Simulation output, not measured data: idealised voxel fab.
process module | voxel wiring stack
cross-section cut | 275 nm wide | cells 5 nm
A cross-section is a grid of square cells, given in bands from the top down. A band is one or more rows of cells.
Each band's line starts with the height of the band's top and of its bottom, in nm. Then come its materials from left to right, each with its width in nm. One material with "throughout" fills the band from edge to edge. "air" is empty space.
Height 0 is the level under which the wafer as received is all one material. The lowest band goes on downwards, as in "0 down".
A width such as "30 to 40" changes by the same amount from each row of cells to the next, from the band's top row to its bottom row.
"no change" after a step means that no cell of the cross-section changed.
closed voids: empty space of 8 cells or more with no open way to the top, each as width x height at its distance from the left edge, in nm
after a step's settings: what the simulator itself notes on the step
overlay nm, on a step with a mask: how far to the right of its planned place the mask lay; to the left if negative
Each pair below shows a cross-section before one step and the cross-section after it, down to the lowest band that changed. The line under each pair gives the step between them, with its settings. The pairs can come from different runs of this module on the same starting wafer, so a pair continues from the pair above only where its "before" says so.
before
  150 to 135: lowk 40 | air 25 | lowk 30 | air 25 | lowk 30 | air 25 | lowk 30 | air 25 | lowk 45
  135 to 120: lowk throughout
  120 to 115: SiCN throughout
  115 to 105: SiO2 40 | TiN 5 | Ru 15 | TiN 5 | SiO2 30 | TiN 5 | Ru 15 | TiN 5 | SiO2 30 | TiN 5 | Ru 15 | TiN 5 | SiO2 30 | TiN 5 | Ru 15 | TiN 5 | SiO2 45
  105 to 100: SiO2 40 | TiN 5 | Ru 5 | TiN 15 | SiO2 30 | TiN 5 | Ru 5 | TiN 15 | SiO2 30 | TiN 5 | Ru 5 | TiN 15 | SiO2 30 | TiN 5 | Ru 5 | TiN 15 | SiO2 45
  100 to 90: SiO2 40 | TiN 5 | Ru 5 | TiN 5 | SiO2 40 | TiN 5 | Ru 5 | TiN 5 | SiO2 40 | TiN 5 | Ru 5 | TiN 5 | SiO2 40 | TiN 5 | Ru 5 | TiN 5 | SiO2 55
  90 to 85: SiCN 40 | TiN 15 | SiCN 40 | TiN 15 | SiCN 40 | TiN 15 | SiCN 40 | TiN 15 | SiCN 55
  85 to 70: SiO2 35 | SiCN 5 | W 25 | SiCN 5 | SiO2 20 | SiCN 5 | W 25 | SiCN 5 | SiO2 20 | SiCN 5 | W 25 | SiCN 5 | SiO2 20 | SiCN 5 | W 25 | SiCN 5 | SiO2 40
  70 to 65: SiCN 40 | TiN 25 | SiCN 30 | TiN 25 | SiCN 30 | TiN 25 | SiCN 30 | TiN 25 | SiCN 45
  65 to 50: SiO2 40 | TiN 5 | Cu 5 | TiN 5 | SiO2 95 | TiN 5 | Cu 5 | TiN 5 | SiO2 110
  50 to 45: SiCN 40 | TiN 15 | SiCN 95 | TiN 15 | SiCN 110
  45 to 20: SiO2 40 | W 30 | SiO2 25 | W 30 | SiO2 25 | W 30 | SiO2 25 | W 30 | SiO2 40
  20 to 15: SiO2 40 | TiN 30 | SiO2 25 | TiN 30 | SiO2 25 | TiN 30 | SiO2 25 | TiN 30 | SiO2 40
  15 to 0: SiO2 throughout
  0 down: Si throughout
  closed voids: none
after
  160 to 150: aC 40 | air 25 | aC 30 | air 25 | aC 30 | air 25 | aC 30 | air 25 | aC 45
  150 to 145: lowk 40 | air 25 | lowk 30 | air 25 | lowk 30 | air 25 | lowk 30 | air 25 | lowk 45
  145 to 135: lowk 40 | aC 25 | lowk 30 | aC 25 | lowk 30 | aC 25 | lowk 30 | aC 25 | lowk 45
  below 135: unchanged
  closed voids: none
the step between: op DIRECTIONAL_DEP | material aC | thk nm 10
before: the cross-section after the pair above
after
  185 to 160: resist 40 | air 15 | resist 40 | air 15 | resist 40 | air 15 | resist 40 | air 15 | resist 55
  160 to 150: aC 40 | air 15 | resist 10 | aC 30 | air 15 | resist 10 | aC 30 | air 15 | resist 10 | aC 30 | air 15 | resist 10 | aC 45
  150 to 145: lowk 40 | air 15 | resist 10 | lowk 30 | air 15 | resist 10 | lowk 30 | air 15 | resist 10 | lowk 30 | air 15 | resist 10 | lowk 45
  below 145: unchanged
  closed voids: none
the step between: op PATTERN | tone open | mask id METAL_4_HOLES | material resist | width nm 15 | pitch nm 55 | thk nm 25 | overlay nm 0
before: the cross-section after the pair above
after
  175 to 160: resist 40 | air 15 | resist 40 | air 15 | resist 40 | air 15 | resist 40 | air 15 | resist 55
  160 to 150: aC 40 | air 15 | resist 10 | aC 30 | air 15 | resist 10 | aC 30 | air 15 | resist 10 | aC 30 | air 15 | resist 10 | aC 45
  150 to 145: lowk 40 | air 15 | resist 10 | lowk 30 | air 15 | resist 10 | lowk 30 | air 15 | resist 10 | lowk 30 | air 15 | resist 10 | lowk 45
  145 to 135: lowk 40 | air 15 | aC 10 | lowk 30 | air 15 | aC 10 | lowk 30 | air 15 | aC 10 | lowk 30 | air 15 | aC 10 | lowk 45
  below 135: unchanged
  closed voids: none
the step between: op DIRECTIONAL_ETCH | etch materials aC | depth nm 10
before: the cross-section after the pair above
after
  160 to 150: aC 40 | air 25 | aC 30 | air 25 | aC 30 | air 25 | aC 30 | air 25 | aC 45
  150 to 145: lowk 40 | air 25 | lowk 30 | air 25 | lowk 30 | air 25 | lowk 30 | air 25 | lowk 45
  below 145: unchanged
  closed voids: none
the step between: op STRIP | etch materials resist
before: the cross-section after the pair above
after
  160 to 150: aC 40 | air 25 | aC 30 | air 25 | aC 30 | air 25 | aC 30 | air 25 | aC 45
  150 to 145: lowk 40 | air 25 | lowk 30 | air 25 | lowk 30 | air 25 | lowk 30 | air 25 | lowk 45
  145 to 135: lowk 40 | air 15 | aC 10 | lowk 30 | air 15 | aC 10 | lowk 30 | air 15 | aC 10 | lowk 30 | air 15 | aC 10 | lowk 45
  135 to 120: lowk 40 | air 15 | lowk 40 | air 15 | lowk 40 | air 15 | lowk 40 | air 15 | lowk 55
  below 120: unchanged
  closed voids: none
the step between: op DIRECTIONAL_ETCH | etch materials lowk | depth nm 15
before: the cross-section after the pair above
after
  160 to 150: aC 40 | air 25 | aC 30 | air 25 | aC 30 | air 25 | aC 30 | air 25 | aC 45
  150 to 145: lowk 40 | air 25 | lowk 30 | air 25 | lowk 30 | air 25 | lowk 30 | air 25 | lowk 45
  145 to 135: lowk 40 | air 15 | aC 10 | lowk 30 | air 15 | aC 10 | lowk 30 | air 15 | aC 10 | lowk 30 | air 15 | aC 10 | lowk 45
  135 to 120: lowk 40 | air 15 | lowk 40 | air 15 | lowk 40 | air 15 | lowk 40 | air 15 | lowk 55
  120 to 115: SiCN 40 | air 15 | SiCN 40 | air 15 | SiCN 40 | air 15 | SiCN 40 | air 15 | SiCN 55
  below 115: unchanged
  closed voids: none
the step between: op DIRECTIONAL_ETCH | etch materials SiCN | depth nm 5
before: the cross-section after the pair above
after
  150 to 135: lowk 40 | air 25 | lowk 30 | air 25 | lowk 30 | air 25 | lowk 30 | air 25 | lowk 45
  below 135: unchanged
  closed voids: none
the step between: op STRIP | etch materials aC
before: the cross-section after the pair above
after
  155 to 150: TiN 45 | air 15 | TiN 40 | air 15 | TiN 40 | air 15 | TiN 40 | air 15 | TiN 50
  150 to 140: lowk 40 | TiN 5 | air 15 | TiN 5 | lowk 30 | TiN 5 | air 15 | TiN 5 | lowk 30 | TiN 5 | air 15 | TiN 5 | lowk 30 | TiN 5 | air 15 | TiN 5 | lowk 45
  140 to 135: lowk 40 | TiN 5 | air 5 | TiN 15 | lowk 30 | TiN 5 | air 5 | TiN 15 | lowk 30 | TiN 5 | air 5 | TiN 15 | lowk 30 | TiN 5 | air 5 | TiN 15 | lowk 45
  135 to 120: lowk 40 | TiN 5 | air 5 | TiN 5 | lowk 40 | TiN 5 | air 5 | TiN 5 | lowk 40 | TiN 5 | air 5 | TiN 5 | lowk 40 | TiN 5 | air 5 | TiN 5 | lowk 55
  120 to 115: SiCN 40 | TiN 15 | SiCN 40 | TiN 15 | SiCN 40 | TiN 15 | SiCN 40 | TiN 15 | SiCN 55
  below 115: unchanged
  closed voids: none
the step between: op CONFORMAL_DEP | material TiN | thk nm 5
before: the cross-section after the pair above
after
  165 to 155: Cu throughout
  155 to 150: TiN 45 | Cu 15 | TiN 40 | Cu 15 | TiN 40 | Cu 15 | TiN 40 | Cu 15 | TiN 50
  150 to 140: lowk 40 | TiN 5 | Cu 15 | TiN 5 | lowk 30 | TiN 5 | Cu 15 | TiN 5 | lowk 30 | TiN 5 | Cu 15 | TiN 5 | lowk 30 | TiN 5 | Cu 15 | TiN 5 | lowk 45
  140 to 135: lowk 40 | TiN 5 | Cu 5 | TiN 15 | lowk 30 | TiN 5 | Cu 5 | TiN 15 | lowk 30 | TiN 5 | Cu 5 | TiN 15 | lowk 30 | TiN 5 | Cu 5 | TiN 15 | lowk 45
  135 to 120: lowk 40 | TiN 5 | Cu 5 | TiN 5 | lowk 40 | TiN 5 | Cu 5 | TiN 5 | lowk 40 | TiN 5 | Cu 5 | TiN 5 | lowk 40 | TiN 5 | Cu 5 | TiN 5 | lowk 55
  below 120: unchanged
  closed voids: none
the step between: op FILL_DEP | material Cu | thk nm 10
before: the cross-section after the pair above
after
  150 to 140: lowk 40 | TiN 5 | Cu 15 | TiN 5 | lowk 30 | TiN 5 | Cu 15 | TiN 5 | lowk 30 | TiN 5 | Cu 15 | TiN 5 | lowk 30 | TiN 5 | Cu 15 | TiN 5 | lowk 45
  below 140: unchanged
  closed voids: none
the step between: op CMP | height nm 150
before: the cross-section after the pair above
after
  155 to 150: SiN throughout
  below 150: unchanged
  closed voids: none
the step between: op CONFORMAL_DEP | material SiN | thk nm 5
before
  55 to 45: aC throughout
  45 to 20: W throughout
  20 to 15: TiN throughout
  15 to 0: SiO2 throughout
  0 down: Si throughout
  closed voids: none
after
  85 to 55: air 30 | resist 25 | air 30 | resist 25 | air 30 | resist 25 | air 30 | resist 25 | air 55
  below 55: unchanged
  closed voids: none
the step between: op PATTERN | tone cover | mask id METAL_1 | material resist | width nm 25 | pitch nm 55 | thk nm 30 | overlay nm -10
before: the cross-section after the pair above
after
  75 to 55: air 30 | resist 25 | air 30 | resist 25 | air 30 | resist 25 | air 30 | resist 25 | air 55
  55 to 45: air 30 | aC 25 | air 30 | aC 25 | air 30 | aC 25 | air 30 | aC 25 | air 55
  below 45: unchanged
  closed voids: none
the step between: op DIRECTIONAL_ETCH | etch materials aC | depth nm 10
before: the cross-section after the pair above
after
  55 to 45: air 30 | aC 25 | air 30 | aC 25 | air 30 | aC 25 | air 30 | aC 25 | air 55
  below 45: unchanged
  closed voids: none
the step between: op STRIP | etch materials resist
before: the cross-section after the pair above
after
  55 to 45: air 30 | aC 25 | air 30 | aC 25 | air 30 | aC 25 | air 30 | aC 25 | air 55
  45 to 20: air 30 | W 25 | air 30 | W 25 | air 30 | W 25 | air 30 | W 25 | air 55
  below 20: unchanged
  closed voids: none
the step between: op DIRECTIONAL_ETCH | etch materials W | depth nm 25
before: the cross-section after the pair above
after
  55 to 45: air 30 | aC 25 | air 30 | aC 25 | air 30 | aC 25 | air 30 | aC 25 | air 55
  45 to 20: air 30 | W 25 | air 30 | W 25 | air 30 | W 25 | air 30 | W 25 | air 55
  20 to 15: air 30 | TiN 25 | air 30 | TiN 25 | air 30 | TiN 25 | air 30 | TiN 25 | air 55
  below 15: unchanged
  closed voids: none
the step between: op DIRECTIONAL_ETCH | etch materials TiN | depth nm 5
before: the cross-section after the pair above
after
  45 to 20: air 30 | W 25 | air 30 | W 25 | air 30 | W 25 | air 30 | W 25 | air 55
  below 20: unchanged
  closed voids: none
the step between: op STRIP | etch materials aC
before: the cross-section after the pair above
after
  50 to 45: SiO2 throughout
  45 to 20: SiO2 30 | W 25 | SiO2 30 | W 25 | SiO2 30 | W 25 | SiO2 30 | W 25 | SiO2 55
  20 to 15: SiO2 30 | TiN 25 | SiO2 30 | TiN 25 | SiO2 30 | TiN 25 | SiO2 30 | TiN 25 | SiO2 55
  below 15: unchanged
  closed voids: none
the step between: op FILL_DEP | material SiO2 | thk nm 5
before: the cross-section after the pair above
after
  45 to 20: SiO2 30 | W 25 | SiO2 30 | W 25 | SiO2 30 | W 25 | SiO2 30 | W 25 | SiO2 55
  below 20: unchanged
  closed voids: none
the step between: op CMP | height nm 45
before: the cross-section after the pair above
after
  50 to 45: SiCN throughout
  below 45: unchanged
  closed voids: none
the step between: op CONFORMAL_DEP | material SiCN | thk nm 5
before: the cross-section after the pair above
after
  65 to 50: SiO2 throughout
  below 50: unchanged
  closed voids: none
the step between: op DIRECTIONAL_DEP | material SiO2 | thk nm 15
before: the cross-section after the pair above
after
  80 to 65: aC throughout
  below 65: unchanged
  closed voids: none
the step between: op DIRECTIONAL_DEP | material aC | thk nm 15
before: the cross-section after the pair above
after
  115 to 80: resist 40 | air 15 | resist 95 | air 15 | resist 110
  below 80: unchanged
  closed voids: none
the step between: op PATTERN | tone open | mask id PLUG_1 | material resist | width nm 15 | pitch nm 110 | thk nm 35 | overlay nm 0
before: the cross-section after the pair above
after
  100 to 80: resist 40 | air 15 | resist 95 | air 15 | resist 110
  80 to 65: aC 40 | air 15 | aC 95 | air 15 | aC 110
  below 65: unchanged
  closed voids: none
the step between: op DIRECTIONAL_ETCH | etch materials aC | depth nm 15
before: the cross-section after the pair above
after
  80 to 65: aC 40 | air 15 | aC 95 | air 15 | aC 110
  below 65: unchanged
  closed voids: none
the step between: op STRIP | etch materials resist
before: the cross-section after the pair above
after
  80 to 65: aC 40 | air 15 | aC 95 | air 15 | aC 110
  65 to 50: SiO2 40 | air 15 | SiO2 95 | air 15 | SiO2 110
  below 50: unchanged
  closed voids: none
the step between: op DIRECTIONAL_ETCH | etch materials SiO2 | depth nm 15
before: the cross-section after the pair above
after
  80 to 65: aC 40 | air 15 | aC 95 | air 15 | aC 110
  65 to 50: SiO2 40 | air 15 | SiO2 95 | air 15 | SiO2 110
  50 to 45: SiCN 40 | air 15 | SiCN 95 | air 15 | SiCN 110
  below 45: unchanged
  closed voids: none
the step between: op DIRECTIONAL_ETCH | etch materials SiCN | depth nm 5
before: the cross-section after the pair above
after
  65 to 50: SiO2 40 | air 15 | SiO2 95 | air 15 | SiO2 110
  below 50: unchanged
  closed voids: none
the step between: op STRIP | etch materials aC
before: the cross-section after the pair above
after
  70 to 65: TiN 45 | air 5 | TiN 105 | air 5 | TiN 115
  65 to 50: SiO2 40 | TiN 5 | air 5 | TiN 5 | SiO2 95 | TiN 5 | air 5 | TiN 5 | SiO2 110
  50 to 45: SiCN 40 | TiN 15 | SiCN 95 | TiN 15 | SiCN 110
  below 45: unchanged
  closed voids: none
the step between: op CONFORMAL_DEP | material TiN | thk nm 5
before: the cross-section after the pair above
after
  80 to 70: Cu throughout
  70 to 65: TiN 45 | Cu 5 | TiN 105 | Cu 5 | TiN 115
  65 to 50: SiO2 40 | TiN 5 | Cu 5 | TiN 5 | SiO2 95 | TiN 5 | Cu 5 | TiN 5 | SiO2 110
  below 50: unchanged
  closed voids: none
the step between: op FILL_DEP | material Cu | thk nm 10
before: the cross-section after the pair above
after
  65 to 50: SiO2 40 | TiN 5 | Cu 5 | TiN 5 | SiO2 95 | TiN 5 | Cu 5 | TiN 5 | SiO2 110
  below 50: unchanged
  closed voids: none
the step between: op CMP | height nm 65
before: the cross-section after the pair above
after
  70 to 65: TiN throughout
  below 65: unchanged
  closed voids: none
the step between: op DIRECTIONAL_DEP | material TiN | thk nm 5
before: the cross-section after the pair above
after
  85 to 70: W throughout
  below 70: unchanged
  closed voids: none
the step between: op DIRECTIONAL_DEP | material W | thk nm 15
before: the cross-section after the pair above
after
  105 to 85: air 40 | resist 25 | air 30 | resist 25 | air 30 | resist 25 | air 30 | resist 25 | air 45
  below 85: unchanged
  closed voids: none
the step between: op PATTERN | tone cover | mask id METAL_2 | material resist | width nm 25 | pitch nm 55 | thk nm 20 | overlay nm 0
before: the cross-section after the pair above
after
  105 to 85: air 40 | resist 25 | air 30 | resist 25 | air 30 | resist 25 | air 30 | resist 25 | air 45
  85 to 70: air 40 | W 25 | air 30 | W 25 | air 30 | W 25 | air 30 | W 25 | air 45
  below 70: unchanged
  closed voids: none
the step between: op DIRECTIONAL_ETCH | etch materials W | depth nm 15
before: the cross-section after the pair above
after
  105 to 85: air 40 | resist 25 | air 30 | resist 25 | air 30 | resist 25 | air 30 | resist 25 | air 45
  85 to 70: air 40 | W 25 | air 30 | W 25 | air 30 | W 25 | air 30 | W 25 | air 45
  70 to 65: air 40 | TiN 25 | air 30 | TiN 25 | air 30 | TiN 25 | air 30 | TiN 25 | air 45
  below 65: unchanged
  closed voids: none
the step between: op DIRECTIONAL_ETCH | etch materials TiN | depth nm 5
before: the cross-section after the pair above
after
  85 to 70: air 40 | W 25 | air 30 | W 25 | air 30 | W 25 | air 30 | W 25 | air 45
  below 70: unchanged
  closed voids: none
the step between: op STRIP | etch materials resist
before: the cross-section after the pair above
after
  90 to 85: air 35 | SiCN 35 | air 20 | SiCN 35 | air 20 | SiCN 35 | air 20 | SiCN 35 | air 40
  85 to 70: air 35 | SiCN 5 | W 25 | SiCN 5 | air 20 | SiCN 5 | W 25 | SiCN 5 | air 20 | SiCN 5 | W 25 | SiCN 5 | air 20 | SiCN 5 | W 25 | SiCN 5 | air 40
  70 to 65: SiCN 40 | TiN 25 | SiCN 30 | TiN 25 | SiCN 30 | TiN 25 | SiCN 30 | TiN 25 | SiCN 45
  below 65: unchanged
  closed voids: none
the step between: op CONFORMAL_DEP | material SiCN | thk nm 5
before: the cross-section after the pair above
after
  100 to 90: SiO2 throughout
  90 to 85: SiO2 35 | SiCN 35 | SiO2 20 | SiCN 35 | SiO2 20 | SiCN 35 | SiO2 20 | SiCN 35 | SiO2 40
  85 to 70: SiO2 35 | SiCN 5 | W 25 | SiCN 5 | SiO2 20 | SiCN 5 | W 25 | SiCN 5 | SiO2 20 | SiCN 5 | W 25 | SiCN 5 | SiO2 20 | SiCN 5 | W 25 | SiCN 5 | SiO2 40
  below 70: unchanged
  closed voids: none
the step between: op FILL_DEP | material SiO2 | thk nm 10
before: the cross-section after the pair above
after
  85 to 70: SiO2 35 | SiCN 5 | W 25 | SiCN 5 | SiO2 20 | SiCN 5 | W 25 | SiCN 5 | SiO2 20 | SiCN 5 | W 25 | SiCN 5 | SiO2 20 | SiCN 5 | W 25 | SiCN 5 | SiO2 40
  below 70: unchanged
  closed voids: none
the step between: op CMP | height nm 85
before: the cross-section after the pair above
after
  90 to 85: SiCN throughout
  below 85: unchanged
  closed voids: none
the step between: op CONFORMAL_DEP | material SiCN | thk nm 5
before: the cross-section after the pair above
after
  115 to 90: SiO2 throughout
  below 90: unchanged
  closed voids: none
the step between: op DIRECTIONAL_DEP | material SiO2 | thk nm 25
before: the cross-section after the pair above
after
  135 to 115: resist 40 | air 25 | resist 30 | air 25 | resist 30 | air 25 | resist 30 | air 25 | resist 45
  below 115: unchanged
  closed voids: none
the step between: op PATTERN | tone open | mask id METAL_3 | material resist | width nm 25 | pitch nm 55 | thk nm 20 | overlay nm 0
before: the cross-section after the pair above
after
  135 to 115: resist 40 | air 25 | resist 30 | air 25 | resist 30 | air 25 | resist 30 | air 25 | resist 45
  115 to 100: SiO2 40 | air 25 | SiO2 30 | air 25 | SiO2 30 | air 25 | SiO2 30 | air 25 | SiO2 45
  below 100: unchanged
  closed voids: none
the step between: op DIRECTIONAL_ETCH | etch materials SiO2 | depth nm 15
before: the cross-section after the pair above
after
  115 to 100: SiO2 40 | air 25 | SiO2 30 | air 25 | SiO2 30 | air 25 | SiO2 30 | air 25 | SiO2 45
  below 100: unchanged
  closed voids: none
the step between: op STRIP | etch materials resist
before: the cross-section after the pair above
after
  135 to 115: resist 40 | air 15 | resist 40 | air 15 | resist 40 | air 15 | resist 40 | air 15 | resist 55
  115 to 100: SiO2 40 | air 15 | resist 10 | SiO2 30 | air 15 | resist 10 | SiO2 30 | air 15 | resist 10 | SiO2 30 | air 15 | resist 10 | SiO2 45
  below 100: unchanged
  closed voids: none
the step between: op PATTERN | tone open | mask id METAL_3_HOLES | material resist | width nm 15 | pitch nm 55 | thk nm 20 | overlay nm 0
before: the cross-section after the pair above
after
  135 to 115: resist 40 | air 15 | resist 40 | air 15 | resist 40 | air 15 | resist 40 | air 15 | resist 55
  115 to 100: SiO2 40 | air 15 | resist 10 | SiO2 30 | air 15 | resist 10 | SiO2 30 | air 15 | resist 10 | SiO2 30 | air 15 | resist 10 | SiO2 45
  100 to 90: SiO2 40 | air 15 | SiO2 40 | air 15 | SiO2 40 | air 15 | SiO2 40 | air 15 | SiO2 55
  below 90: unchanged
  closed voids: none
the step between: op DIRECTIONAL_ETCH | etch materials SiO2 | depth nm 10
before: the cross-section after the pair above
after
  135 to 115: resist 40 | air 15 | resist 40 | air 15 | resist 40 | air 15 | resist 40 | air 15 | resist 55
  115 to 100: SiO2 40 | air 15 | resist 10 | SiO2 30 | air 15 | resist 10 | SiO2 30 | air 15 | resist 10 | SiO2 30 | air 15 | resist 10 | SiO2 45
  100 to 90: SiO2 40 | air 15 | SiO2 40 | air 15 | SiO2 40 | air 15 | SiO2 40 | air 15 | SiO2 55
  90 to 85: SiCN 40 | air 15 | SiCN 40 | air 15 | SiCN 40 | air 15 | SiCN 40 | air 15 | SiCN 55
  below 85: unchanged
  closed voids: none
the step between: op DIRECTIONAL_ETCH | etch materials SiCN | depth nm 5
before: the cross-section after the pair above
after
  115 to 100: SiO2 40 | air 25 | SiO2 30 | air 25 | SiO2 30 | air 25 | SiO2 30 | air 25 | SiO2 45
  below 100: unchanged
  closed voids: none
the step between: op STRIP | etch materials resist
before: the cross-section after the pair above
after
  120 to 115: TiN 45 | air 15 | TiN 40 | air 15 | TiN 40 | air 15 | TiN 40 | air 15 | TiN 50
  115 to 105: SiO2 40 | TiN 5 | air 15 | TiN 5 | SiO2 30 | TiN 5 | air 15 | TiN 5 | SiO2 30 | TiN 5 | air 15 | TiN 5 | SiO2 30 | TiN 5 | air 15 | TiN 5 | SiO2 45
  105 to 100: SiO2 40 | TiN 5 | air 5 | TiN 15 | SiO2 30 | TiN 5 | air 5 | TiN 15 | SiO2 30 | TiN 5 | air 5 | TiN 15 | SiO2 30 | TiN 5 | air 5 | TiN 15 | SiO2 45
  100 to 90: SiO2 40 | TiN 5 | air 5 | TiN 5 | SiO2 40 | TiN 5 | air 5 | TiN 5 | SiO2 40 | TiN 5 | air 5 | TiN 5 | SiO2 40 | TiN 5 | air 5 | TiN 5 | SiO2 55
  90 to 85: SiCN 40 | TiN 15 | SiCN 40 | TiN 15 | SiCN 40 | TiN 15 | SiCN 40 | TiN 15 | SiCN 55
  below 85: unchanged
  closed voids: none
the step between: op CONFORMAL_DEP | material TiN | thk nm 5
before: the cross-section after the pair above
after
  125 to 120: Ru throughout
  120 to 115: TiN 45 | Ru 15 | TiN 40 | Ru 15 | TiN 40 | Ru 15 | TiN 40 | Ru 15 | TiN 50
  115 to 105: SiO2 40 | TiN 5 | Ru 15 | TiN 5 | SiO2 30 | TiN 5 | Ru 15 | TiN 5 | SiO2 30 | TiN 5 | Ru 15 | TiN 5 | SiO2 30 | TiN 5 | Ru 15 | TiN 5 | SiO2 45
  105 to 100: SiO2 40 | TiN 5 | Ru 5 | TiN 15 | SiO2 30 | TiN 5 | Ru 5 | TiN 15 | SiO2 30 | TiN 5 | Ru 5 | TiN 15 | SiO2 30 | TiN 5 | Ru 5 | TiN 15 | SiO2 45
  100 to 90: SiO2 40 | TiN 5 | Ru 5 | TiN 5 | SiO2 40 | TiN 5 | Ru 5 | TiN 5 | SiO2 40 | TiN 5 | Ru 5 | TiN 5 | SiO2 40 | TiN 5 | Ru 5 | TiN 5 | SiO2 55
  below 90: unchanged
  closed voids: none
the step between: op FILL_DEP | material Ru | thk nm 5
before: the cross-section after the pair above
after
  115 to 105: SiO2 40 | TiN 5 | Ru 15 | TiN 5 | SiO2 30 | TiN 5 | Ru 15 | TiN 5 | SiO2 30 | TiN 5 | Ru 15 | TiN 5 | SiO2 30 | TiN 5 | Ru 15 | TiN 5 | SiO2 45
  below 105: unchanged
  closed voids: none
the step between: op CMP | height nm 115
before: the cross-section after the pair above
after
  120 to 115: SiCN throughout
  below 115: unchanged
  closed voids: none
the step between: op CONFORMAL_DEP | material SiCN | thk nm 5
before: the cross-section after the pair above
after
  150 to 120: lowk throughout
  below 120: unchanged
  closed voids: none
the step between: op DIRECTIONAL_DEP | material lowk | thk nm 30
before: the cross-section after the pair above
after
  165 to 150: aC throughout
  below 150: unchanged
  closed voids: none
the step between: op DIRECTIONAL_DEP | material aC | thk nm 15
before: the cross-section after the pair above
after
  200 to 165: resist 40 | air 25 | resist 30 | air 25 | resist 30 | air 25 | resist 30 | air 25 | resist 45
  below 165: unchanged
  closed voids: none
the step between: op PATTERN | tone open | mask id METAL_4 | material resist | width nm 25 | pitch nm 55 | thk nm 35 | overlay nm 0
before: the cross-section after the pair above
after
  185 to 165: resist 40 | air 25 | resist 30 | air 25 | resist 30 | air 25 | resist 30 | air 25 | resist 45
  165 to 150: aC 40 | air 25 | aC 30 | air 25 | aC 30 | air 25 | aC 30 | air 25 | aC 45
  below 150: unchanged
  closed voids: none
the step between: op DIRECTIONAL_ETCH | etch materials aC | depth nm 15
before: the cross-section after the pair above
after
  165 to 150: aC 40 | air 25 | aC 30 | air 25 | aC 30 | air 25 | aC 30 | air 25 | aC 45
  below 150: unchanged
  closed voids: none
the step between: op STRIP | etch materials resist
before: the cross-section after the pair above
after
  165 to 150: aC 40 | air 25 | aC 30 | air 25 | aC 30 | air 25 | aC 30 | air 25 | aC 45
  150 to 135: lowk 40 | air 25 | lowk 30 | air 25 | lowk 30 | air 25 | lowk 30 | air 25 | lowk 45
  below 135: unchanged
  closed voids: none
the step between: op DIRECTIONAL_ETCH | etch materials lowk | depth nm 15
before: the cross-section after the pair above
after
  150 to 135: lowk 40 | air 25 | lowk 30 | air 25 | lowk 30 | air 25 | lowk 30 | air 25 | lowk 45
  below 135: unchanged
  closed voids: none
the step between: op STRIP | etch materials aC
before: the cross-section after the pair above
after
  160 to 150: aC 40 | air 25 | aC 30 | air 25 | aC 30 | air 25 | aC 30 | air 25 | aC 45
  150 to 145: lowk 40 | air 25 | lowk 30 | air 25 | lowk 30 | air 25 | lowk 30 | air 25 | lowk 45
  145 to 135: lowk 40 | aC 25 | lowk 30 | aC 25 | lowk 30 | aC 25 | lowk 30 | aC 25 | lowk 45
  below 135: unchanged
  closed voids: none
the step between: op DIRECTIONAL_DEP | material aC | thk nm 10
before: the cross-section after the pair above
after
  185 to 160: resist 40 | air 15 | resist 40 | air 15 | resist 40 | air 15 | resist 40 | air 15 | resist 55
  160 to 150: aC 40 | air 15 | resist 10 | aC 30 | air 15 | resist 10 | aC 30 | air 15 | resist 10 | aC 30 | air 15 | resist 10 | aC 45
  150 to 145: lowk 40 | air 15 | resist 10 | lowk 30 | air 15 | resist 10 | lowk 30 | air 15 | resist 10 | lowk 30 | air 15 | resist 10 | lowk 45
  below 145: unchanged
  closed voids: none
the step between: op PATTERN | tone open | mask id METAL_4_HOLES | material resist | width nm 15 | pitch nm 55 | thk nm 25 | overlay nm 0
before: the cross-section after the pair above
after
  175 to 160: resist 40 | air 15 | resist 40 | air 15 | resist 40 | air 15 | resist 40 | air 15 | resist 55
  160 to 150: aC 40 | air 15 | resist 10 | aC 30 | air 15 | resist 10 | aC 30 | air 15 | resist 10 | aC 30 | air 15 | resist 10 | aC 45
  150 to 145: lowk 40 | air 15 | resist 10 | lowk 30 | air 15 | resist 10 | lowk 30 | air 15 | resist 10 | lowk 30 | air 15 | resist 10 | lowk 45
  145 to 135: lowk 40 | air 15 | aC 10 | lowk 30 | air 15 | aC 10 | lowk 30 | air 15 | aC 10 | lowk 30 | air 15 | aC 10 | lowk 45
  below 135: unchanged
  closed voids: none
the step between: op DIRECTIONAL_ETCH | etch materials aC | depth nm 10
before: the cross-section after the pair above
after
  160 to 150: aC 40 | air 25 | aC 30 | air 25 | aC 30 | air 25 | aC 30 | air 25 | aC 45
  150 to 145: lowk 40 | air 25 | lowk 30 | air 25 | lowk 30 | air 25 | lowk 30 | air 25 | lowk 45
  below 145: unchanged
  closed voids: none
the step between: op STRIP | etch materials resist
before: the cross-section after the pair above
after
  160 to 150: aC 40 | air 25 | aC 30 | air 25 | aC 30 | air 25 | aC 30 | air 25 | aC 45
  150 to 145: lowk 40 | air 25 | lowk 30 | air 25 | lowk 30 | air 25 | lowk 30 | air 25 | lowk 45
  145 to 135: lowk 40 | air 15 | aC 10 | lowk 30 | air 15 | aC 10 | lowk 30 | air 15 | aC 10 | lowk 30 | air 15 | aC 10 | lowk 45
  135 to 120: lowk 40 | air 15 | lowk 40 | air 15 | lowk 40 | air 15 | lowk 40 | air 15 | lowk 55
  below 120: unchanged
  closed voids: none
the step between: op DIRECTIONAL_ETCH | etch materials lowk | depth nm 15
before: the cross-section after the pair above
after
  160 to 150: aC 40 | air 25 | aC 30 | air 25 | aC 30 | air 25 | aC 30 | air 25 | aC 45
  150 to 145: lowk 40 | air 25 | lowk 30 | air 25 | lowk 30 | air 25 | lowk 30 | air 25 | lowk 45
  145 to 135: lowk 40 | air 15 | aC 10 | lowk 30 | air 15 | aC 10 | lowk 30 | air 15 | aC 10 | lowk 30 | air 15 | aC 10 | lowk 45
  135 to 120: lowk 40 | air 15 | lowk 40 | air 15 | lowk 40 | air 15 | lowk 40 | air 15 | lowk 55
  120 to 115: SiCN 40 | air 15 | SiCN 40 | air 15 | SiCN 40 | air 15 | SiCN 40 | air 15 | SiCN 55
  below 115: unchanged
  closed voids: none
the step between: op DIRECTIONAL_ETCH | etch materials SiCN | depth nm 5
before: the cross-section after the pair above
after
  150 to 135: lowk 40 | air 25 | lowk 30 | air 25 | lowk 30 | air 25 | lowk 30 | air 25 | lowk 45
  below 135: unchanged
  closed voids: none
the step between: op STRIP | etch materials aC
